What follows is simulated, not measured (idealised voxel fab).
Name of the process module below: voxel double patterning
FYI the section here is cut, 295 nm wide, cells are 5 nm squares.
In this document a cross-section is written as a grid of square cells. It is given as a series of bands, listed from the top down, and a band is one or more rows of cells.
Heads up on the band format: heights come first, top then bottom, in nm. After that it's the materials left to right, each with its width in nm. A single material flagged "all across" fills the whole band edge to edge, and "empty" means there's empty space there.
Note: height 0 marks the level under which the wafer is uniformly one material as received. Lowest band unbounded below, written "top 0, no bottom".
Width "30->40": first value at the band's top row of cells, second value at its bottom row, equal change from row to row.
Step marked "no modification"? Then no cell in the cross-section changed in it.
Empty spaces counting at least 8 cells and having no open way to the top are listed in "Enclosed void listing". The notation width x height at distance is used for each, the distance being from the left edge and all three values in nm.
Read whatever lies past the settings on a step's line as the simulator's own remark about the step.
Among the settings permitted on a step's line is "overlay nm"; applied to a step with a mask, it specifies the extent to which the mask lay to the right of its planned position, whereas a negative figure signifies a position to the left.
# This section lists the process steps that were planned
- 1: RECEIVE with material Si
- 2: CONFORMAL_DEP with material SiO2, thk nm 10
- 3: DIRECTIONAL_DEP with material W, thk nm 10
- 4: DIRECTIONAL_DEP with material SiN, thk nm 5
- 5: MASKED_ETCH with tone open, mask id FIRST, width nm 15, pitch nm 50, etch materials SiN, depth nm 5, overlay nm 0
- 6: DIRECTIONAL_DEP with material aC, thk nm 10
- 7: PATTERN with tone open, mask id SECOND, material resist, width nm 15, pitch nm 50, thk nm 25, overlay nm 0
- 8: DIRECTIONAL_ETCH with etch materials aC, depth nm 10
- 9: STRIP with etch materials resist
- 10: DIRECTIONAL_ETCH with etch materials SiN, depth nm 5
- 11: STRIP with etch materials aC
- 12: DIRECTIONAL_ETCH with etch materials W, depth nm 10
- 13: STRIP with etch materials SiN
# Cross-section of the wafer as it came to us, i.e., already through step 1
    top 0, no bottom = Si all across
    Enclosed void listing: none
# Below is the wafer in cross-section after the module was completed. It began from the starting point shown above and followed the plan shown above, except that one mistake was made while running it
    top 20, bottom 15 = W: 90 | empty: 15 | W: 10 | empty: 15 | W: 10 | empty: 15 | W: 10 | empty: 15 | W: 10 | empty: 15 | W: 90
    top 15, bottom 10 = W all across
    top 10, bottom 0 = SiO2 all across
    top 0, no bottom = Si all across
    Enclosed void listing: none
So what did we get wrong on this run? note that step 12 departed from the planned setting and was carried out as DIRECTIONAL_ETCH with etch materials W, depth nm 5
